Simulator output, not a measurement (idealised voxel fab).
You're looking at the process module voxel capacitor over wiring.
FYI the section here is cut, 280 nm wide, cells are 5 nm squares.
Bands, listed from the top down, are how a cross-section gets written in this document; the cross-section itself is a grid of square cells, and a band is one or more rows of them.
The band entry comprises the height of the band's top followed by the height of its bottom, expressed in nm, and subsequently the band's materials from left to right, each stated together with its width in nm. Where a single material is marked with the word "throughout", that material fills the band from edge to edge. The word "empty" represents empty space.
Heights from 0 (as-received wafer is one material below). Bottom band endless downward, as "z 0 and below".
Read "30 to 40" as a graded width: first number on top, second number at the bottom, same change between each pair of neighbouring rows.
Step marked "same as before"? Then no cell in the cross-section changed in it.
If an empty space has no open way to the top and is at least 8 cells in size, "Closed cavities" lists it, written width x height at distance, where distance is measured from the left edge and every value is in nm.
Step line, after settings: the simulator's comment on this step.
Steps that use a mask can have "overlay nm" on their line. It says how far the mask sat to the right of where it was meant to be. Negative means to the left.
-- Intended process steps
1) RECEIVE [material Si]
2) CONFORMAL_DEP [material SiO2] [thk nm 10]
3) CONFORMAL_DEP [material SiN] [thk nm 5]
4) DIRECTIONAL_DEP [material lowk] [thk nm 20]
5) DIRECTIONAL_DEP [material aC] [thk nm 10]
6) PATTERN [tone open] [mask id METAL_1] [material resist] [width nm 30] [pitch nm 80] [thk nm 25] [overlay nm 0]
7) DIRECTIONAL_ETCH [etch materials aC] [depth nm 10]
8) STRIP [etch materials resist]
9) DIRECTIONAL_ETCH [etch materials lowk] [depth nm 20]
10) DIRECTIONAL_ETCH [etch materials SiN] [depth nm 5]
11) STRIP [etch materials aC]
12) CONFORMAL_DEP [material TiN] [thk nm 5]
13) FILL_DEP [material Ru] [thk nm 10]
14) CMP [height nm 35]
15) EPI [material Ru] [thk nm 5]
16) FILL_DEP [material SiCN] [thk nm 5]
17) DIRECTIONAL_DEP [material SiO2] [thk nm 20]
18) PATTERN [tone open] [mask id PLUG_1] [material resist] [width nm 15] [thk nm 15] [overlay nm 0]
19) DIRECTIONAL_ETCH [etch materials SiO2] [depth nm 20]
20) DIRECTIONAL_ETCH [etch materials SiCN] [depth nm 5]
21) STRIP [etch materials resist]
22) EPI [material Ru] [thk nm 10]
23) EPI [material Ru] [thk nm 10]
24) EPI [material Ru] [thk nm 5]
25) DIRECTIONAL_DEP [material TiN] [thk nm 5]
26) DIRECTIONAL_DEP [material Al2O3] [thk nm 5]
27) DIRECTIONAL_DEP [material TiN] [thk nm 5]
28) MASKED_ETCH [tone cover] [mask id UPPER_PLATE] [width nm 55] [etch materials TiN] [depth nm 5] [overlay nm 0]
29) MASKED_ETCH [tone cover] [mask id UPPER_PLATE] [width nm 55] [etch materials Al2O3] [depth nm 5] [overlay nm 0]
30) PATTERN [tone cover] [mask id LOWER_PLATE] [material resist] [width nm 65] [thk nm 20] [overlay nm 0]
31) DIRECTIONAL_ETCH [etch materials TiN] [depth nm 5]
32) STRIP [etch materials resist]
33) FILL_DEP [material SiO2] [thk nm 15]
34) CMP [height nm 90]
35) PATTERN [tone open] [mask id PLUG_2] [material resist] [width nm 15] [thk nm 20] [overlay nm 0]
36) DIRECTIONAL_ETCH [etch materials SiO2] [depth nm 10]
37) STRIP [etch materials resist]
38) CONFORMAL_DEP [material TiN] [thk nm 5]
39) FILL_DEP [material W] [thk nm 5]
40) CMP [height nm 90]
41) CONFORMAL_DEP [material SiN] [thk nm 5]
-- Account of the first of two wafers, which was processed as intended
-- The cross-section here shows the wafer as received, i.e. in its state after step 1
    z 0 and below  Si throughout
    Closed cavities: none
-- You're looking at a cross-section of the wafer after step 2
    z 10 to 0  SiO2 throughout
    Anything lower than 0 is untouched.
-- You're looking at a cross-section of the wafer after step 3
    z 15 to 10  SiN throughout
    Anything lower than 10 is untouched.
-- You're looking at a cross-section of the wafer after step 4
    z 35 to 15  lowk throughout
    Anything lower than 15 is untouched.
-- You're looking at a cross-section of the wafer after step 5
    z 45 to 35  aC throughout
    Anything lower than 35 is untouched.
-- You're looking at a cross-section of the wafer after step 6
    z 70 to 45  resist: 85 | empty: 30 | resist: 50 | empty: 30 | resist: 85
    Anything lower than 45 is untouched.
-- You're looking at a cross-section of the wafer after step 7
    z 60 to 45  resist: 85 | empty: 30 | resist: 50 | empty: 30 | resist: 85
    z 45 to 35  aC: 85 | empty: 30 | aC: 50 | empty: 30 | aC: 85
    Anything lower than 35 is untouched.
-- You're looking at a cross-section of the wafer after step 8
    z 45 to 35  aC: 85 | empty: 30 | aC: 50 | empty: 30 | aC: 85
    Anything lower than 35 is untouched.
-- You're looking at a cross-section of the wafer after step 9
    z 45 to 35  aC: 85 | empty: 30 | aC: 50 | empty: 30 | aC: 85
    z 35 to 15  lowk: 85 | empty: 30 | lowk: 50 | empty: 30 | lowk: 85
    Anything lower than 15 is untouched.
-- You're looking at a cross-section of the wafer after step 10
    z 45 to 35  aC: 85 | empty: 30 | aC: 50 | empty: 30 | aC: 85
    z 35 to 15  lowk: 85 | empty: 30 | lowk: 50 | empty: 30 | lowk: 85
    z 15 to 10  SiN: 85 | empty: 30 | SiN: 50 | empty: 30 | SiN: 85
    Anything lower than 10 is untouched.
-- You're looking at a cross-section of the wafer after step 11
    z 35 to 15  lowk: 85 | empty: 30 | lowk: 50 | empty: 30 | lowk: 85
    Anything lower than 15 is untouched.
-- You're looking at a cross-section of the wafer after step 12
    z 40 to 35  TiN: 90 | empty: 20 | TiN: 60 | empty: 20 | TiN: 90
    z 35 to 15  lowk: 85 | TiN: 5 | empty: 20 | TiN: 5 | lowk: 50 | TiN: 5 | empty: 20 | TiN: 5 | lowk: 85
    z 15 to 10  SiN: 85 | TiN: 30 | SiN: 50 | TiN: 30 | SiN: 85
    Anything lower than 10 is untouched.
-- You're looking at a cross-section of the wafer after step 13
    z 50 to 40  Ru throughout
    z 40 to 35  TiN: 90 | Ru: 20 | TiN: 60 | Ru: 20 | TiN: 90
    z 35 to 15  lowk: 85 | TiN: 5 | Ru: 20 | TiN: 5 | lowk: 50 | TiN: 5 | Ru: 20 | TiN: 5 | lowk: 85
    Anything lower than 15 is untouched.
-- You're looking at a cross-section of the wafer after step 14
    z 35 to 15  lowk: 85 | TiN: 5 | Ru: 20 | TiN: 5 | lowk: 50 | TiN: 5 | Ru: 20 | TiN: 5 | lowk: 85
    Anything lower than 15 is untouched.
-- You're looking at a cross-section of the wafer after step 15
    z 40 to 35  empty: 80 | Ru: 40 | empty: 40 | Ru: 40 | empty: 80
    Anything lower than 35 is untouched.
-- You're looking at a cross-section of the wafer after step 16
    z 45 to 40  SiCN throughout
    z 40 to 35  SiCN: 80 | Ru: 40 | SiCN: 40 | Ru: 40 | SiCN: 80
    Anything lower than 35 is untouched.
-- You're looking at a cross-section of the wafer after step 17
    z 65 to 45  SiO2 throughout
    Anything lower than 45 is untouched.
-- You're looking at a cross-section of the wafer after step 18
    z 80 to 65  resist: 100 | empty: 15 | resist: 165
    Anything lower than 65 is untouched.
-- You're looking at a cross-section of the wafer after step 19
    z 80 to 65  resist: 100 | empty: 15 | resist: 165
    z 65 to 45  SiO2: 100 | empty: 15 | SiO2: 165
    Anything lower than 45 is untouched.
-- You're looking at a cross-section of the wafer after step 20
    z 80 to 65  resist: 100 | empty: 15 | resist: 165
    z 65 to 45  SiO2: 100 | empty: 15 | SiO2: 165
    z 45 to 40  SiCN: 100 | empty: 15 | SiCN: 165
    Anything lower than 40 is untouched.
-- You're looking at a cross-section of the wafer after step 21
    z 65 to 45  SiO2: 100 | empty: 15 | SiO2: 165
    Anything lower than 45 is untouched.
-- You're looking at a cross-section of the wafer after step 22
    z 65 to 50  SiO2: 100 | empty: 15 | SiO2: 165
    z 50 to 45  SiO2: 100 | Ru: 15 | SiO2: 165
    z 45 to 40  SiCN: 100 | Ru: 15 | SiCN: 165
    Anything lower than 40 is untouched.
-- You're looking at a cross-section of the wafer after step 23
    z 65 to 60  SiO2: 100 | empty: 15 | SiO2: 165
    z 60 to 45  SiO2: 100 | Ru: 15 | SiO2: 165
    Anything lower than 45 is untouched.
-- You're looking at a cross-section of the wafer after step 24
    z 65 to 45  SiO2: 100 | Ru: 15 | SiO2: 165
    Anything lower than 45 is untouched.
-- You're looking at a cross-section of the wafer after step 25
    z 70 to 65  TiN throughout
    Anything lower than 65 is untouched.
-- You're looking at a cross-section of the wafer after step 26
    z 75 to 70  Al2O3 throughout
    Anything lower than 70 is untouched.
-- You're looking at a cross-section of the wafer after step 27
    z 80 to 75  TiN throughout
    Anything lower than 75 is untouched.
-- You're looking at a cross-section of the wafer after step 28
    z 80 to 75  empty: 100 | TiN: 55 | empty: 125
    Anything lower than 75 is untouched.
-- You're looking at a cross-section of the wafer after step 29
    z 80 to 75  empty: 100 | TiN: 55 | empty: 125
    z 75 to 70  empty: 100 | Al2O3: 55 | empty: 125
    Anything lower than 70 is untouched.
-- You're looking at a cross-section of the wafer after step 30
    z 100 to 80  empty: 95 | resist: 65 | empty: 120
    z 80 to 75  empty: 95 | resist: 5 | TiN: 55 | resist: 5 | empty: 120
    z 75 to 70  empty: 95 | resist: 5 | Al2O3: 55 | resist: 5 | empty: 120
    Anything lower than 70 is untouched.
-- You're looking at a cross-section of the wafer after step 31
    z 100 to 80  empty: 95 | resist: 65 | empty: 120
    z 80 to 75  empty: 95 | resist: 5 | TiN: 55 | resist: 5 | empty: 120
    z 75 to 70  empty: 95 | resist: 5 | Al2O3: 55 | resist: 5 | empty: 120
    z 70 to 65  empty: 95 | TiN: 65 | empty: 120
    Anything lower than 65 is untouched.
-- You're looking at a cross-section of the wafer after step 32
    z 80 to 75  empty: 100 | TiN: 55 | empty: 125
    z 75 to 70  empty: 100 | Al2O3: 55 | empty: 125
    Anything lower than 70 is untouched.
-- You're looking at a cross-section of the wafer after step 33
    z 95 to 80  SiO2 throughout
    z 80 to 75  SiO2: 100 | TiN: 55 | SiO2: 125
    z 75 to 70  SiO2: 100 | Al2O3: 55 | SiO2: 125
    z 70 to 65  SiO2: 95 | TiN: 65 | SiO2: 120
    Anything lower than 65 is untouched.
-- You're looking at a cross-section of the wafer after step 34
    z 90 to 80  SiO2 throughout
    Anything lower than 80 is untouched.
-- You're looking at a cross-section of the wafer after step 35
    z 110 to 90  resist: 110 | empty: 15 | resist: 155
    Anything lower than 90 is untouched.
-- You're looking at a cross-section of the wafer after step 36
    z 110 to 90  resist: 110 | empty: 15 | resist: 155
    z 90 to 80  SiO2: 110 | empty: 15 | SiO2: 155
    Anything lower than 80 is untouched.
-- You're looking at a cross-section of the wafer after step 37
    z 90 to 80  SiO2: 110 | empty: 15 | SiO2: 155
    Anything lower than 80 is untouched.
-- You're looking at a cross-section of the wafer after step 38
    z 95 to 90  TiN: 115 | empty: 5 | TiN: 160
    z 90 to 85  SiO2: 110 | TiN: 5 | empty: 5 | TiN: 5 | SiO2: 155
    z 85 to 75  SiO2: 110 to 100 | TiN: 15 to 55 | SiO2: 155 to 125
    Anything lower than 75 is untouched.
-- You're looking at a cross-section of the wafer after step 39
    z 100 to 95  W throughout
    z 95 to 90  TiN: 115 | W: 5 | TiN: 160
    z 90 to 85  SiO2: 110 | TiN: 5 | W: 5 | TiN: 5 | SiO2: 155
    Anything lower than 85 is untouched.
-- You're looking at a cross-section of the wafer after step 40
    z 90 to 85  SiO2: 110 | TiN: 5 | W: 5 | TiN: 5 | SiO2: 155
    Anything lower than 85 is untouched.
-- You're looking at a cross-section of the wafer after step 41
    z 95 to 90  SiN throughout
    Anything lower than 90 is untouched.
-- The Second Wafer: Common Origin and Plan, One Mistake in Execution, Identical to the First Through Step 16
-- Second wafer, section view, time point: scheduled end of step 17
    z 85 to 45  SiO2 throughout
    Anything lower than 45 is untouched.
-- Second wafer, section view, time point: scheduled end of step 18
    z 100 to 85  resist: 100 | empty: 15 | resist: 165
    Anything lower than 85 is untouched.
-- Second wafer, section view, time point: scheduled end of step 19
    z 100 to 85  resist: 100 | empty: 15 | resist: 165
    z 85 to 65  SiO2: 100 | empty: 15 | SiO2: 165
    Anything lower than 65 is untouched.
Second wafer, section view, time point: scheduled end of step 20: same as before
-- Second wafer, section view, time point: scheduled end of step 21
    z 85 to 65  SiO2: 100 | empty: 15 | SiO2: 165
    Anything lower than 65 is untouched.
Second wafer, section view, time point: scheduled end of step 22: same as before
Second wafer, section view, time point: scheduled end of step 23: same as before
Second wafer, section view, time point: scheduled end of step 24: same as before
-- Second wafer, section view, time point: scheduled end of step 25
    z 90 to 85  TiN: 100 | empty: 15 | TiN: 165
    z 85 to 70  SiO2: 100 | empty: 15 | SiO2: 165
    z 70 to 65  SiO2: 100 | TiN: 15 | SiO2: 165
    Anything lower than 65 is untouched.
-- Second wafer, section view, time point: scheduled end of step 26
    z 95 to 90  Al2O3: 100 | empty: 15 | Al2O3: 165
    z 90 to 85  TiN: 100 | empty: 15 | TiN: 165
    z 85 to 75  SiO2: 100 | empty: 15 | SiO2: 165
    z 75 to 70  SiO2: 100 | Al2O3: 15 | SiO2: 165
    Anything lower than 70 is untouched.
-- Second wafer, section view, time point: scheduled end of step 27
    z 100 to 95  TiN: 100 | empty: 15 | TiN: 165
    z 95 to 90  Al2O3: 100 | empty: 15 | Al2O3: 165
    z 90 to 85  TiN: 100 | empty: 15 | TiN: 165
    z 85 to 80  SiO2: 100 | empty: 15 | SiO2: 165
    z 80 to 75  SiO2: 100 | TiN: 15 | SiO2: 165
    Anything lower than 75 is untouched.
-- Second wafer, section view, time point: scheduled end of step 28
    z 100 to 95  empty: 115 | TiN: 40 | empty: 125
    Anything lower than 95 is untouched.
-- Second wafer, section view, time point: scheduled end of step 29
    z 100 to 95  empty: 115 | TiN: 40 | empty: 125
    z 95 to 90  empty: 115 | Al2O3: 40 | empty: 125
    Anything lower than 90 is untouched.
-- Second wafer, section view, time point: scheduled end of step 30
    z 120 to 100  empty: 95 | resist: 65 | empty: 120
    z 100 to 95  empty: 95 | resist: 20 | TiN: 40 | resist: 5 | empty: 120
    z 95 to 90  empty: 95 | resist: 20 | Al2O3: 40 | resist: 5 | empty: 120
    z 90 to 85  TiN: 100 | resist: 15 | TiN: 165
    z 85 to 80  SiO2: 100 | resist: 15 | SiO2: 165
    Anything lower than 80 is untouched.
-- Second wafer, section view, time point: scheduled end of step 31
    z 120 to 100  empty: 95 | resist: 65 | empty: 120
    z 100 to 95  empty: 95 | resist: 20 | TiN: 40 | resist: 5 | empty: 120
    z 95 to 90  empty: 95 | resist: 20 | Al2O3: 40 | resist: 5 | empty: 120
    z 90 to 85  empty: 95 | TiN: 5 | resist: 15 | TiN: 45 | empty: 120
    Anything lower than 85 is untouched.
-- Second wafer, section view, time point: scheduled end of step 32
    z 100 to 95  empty: 115 | TiN: 40 | empty: 125
    z 95 to 90  empty: 115 | Al2O3: 40 | empty: 125
    z 90 to 85  empty: 95 | TiN: 5 | empty: 15 | TiN: 45 | empty: 120
    z 85 to 80  SiO2: 100 | empty: 15 | SiO2: 165
    Anything lower than 80 is untouched.
-- Second wafer, section view, time point: scheduled end of step 33
    z 115 to 100  SiO2 throughout
    z 100 to 95  SiO2: 115 | TiN: 40 | SiO2: 125
    z 95 to 90  SiO2: 115 | Al2O3: 40 | SiO2: 125
    z 90 to 85  SiO2: 95 | TiN: 5 | SiO2: 15 | TiN: 45 | SiO2: 120
    z 85 to 80  SiO2 throughout
    Anything lower than 80 is untouched.
-- Second wafer, section view, time point: scheduled end of step 34
    z 90 to 85  SiO2: 95 | TiN: 5 | SiO2: 15 | TiN: 45 | SiO2: 120
    Anything lower than 85 is untouched.
-- Second wafer, section view, time point: scheduled end of step 35
    z 110 to 90  resist: 110 | empty: 15 | resist: 155
    Anything lower than 90 is untouched.
-- Second wafer, section view, time point: scheduled end of step 36
    z 110 to 90  resist: 110 | empty: 15 | resist: 155
    z 90 to 85  SiO2: 95 | TiN: 5 | SiO2: 10 | empty: 5 | TiN: 45 | SiO2: 120
    z 85 to 80  SiO2: 110 | empty: 5 | SiO2: 165
    Anything lower than 80 is untouched.
-- Second wafer, section view, time point: scheduled end of step 37
    z 90 to 85  SiO2: 95 | TiN: 5 | SiO2: 10 | empty: 5 | TiN: 45 | SiO2: 120
    Anything lower than 85 is untouched.
-- Second wafer, section view, time point: scheduled end of step 38
    z 95 to 90  TiN throughout
    z 90 to 85  SiO2: 95 | TiN: 5 | SiO2: 10 | TiN: 50 | SiO2: 120
    z 85 to 75  SiO2: 110 to 100 | TiN: 5 to 15 | SiO2: 165
    Anything lower than 75 is untouched.
-- Second wafer, section view, time point: scheduled end of step 39
    z 100 to 95  W throughout
    Anything lower than 95 is untouched.
-- Second wafer, section view, time point: scheduled end of step 40
    z 90 to 85  SiO2: 95 | TiN: 5 | SiO2: 10 | TiN: 50 | SiO2: 120
    Anything lower than 85 is untouched.
-- Second wafer, section view, time point: scheduled end of step 41
    z 95 to 90  SiN throughout
    Anything lower than 90 is untouched.
What broke from the plan during processing? in the plan, step 17 was performed twice
Final wafer comparison in cells, second versus first, more or fewer per material: Al2O3: 8 fewer | Ru: 15 fewer | SiCN: 3 more | SiO2: 32 more | TiN: 11 fewer | W: 1 fewer
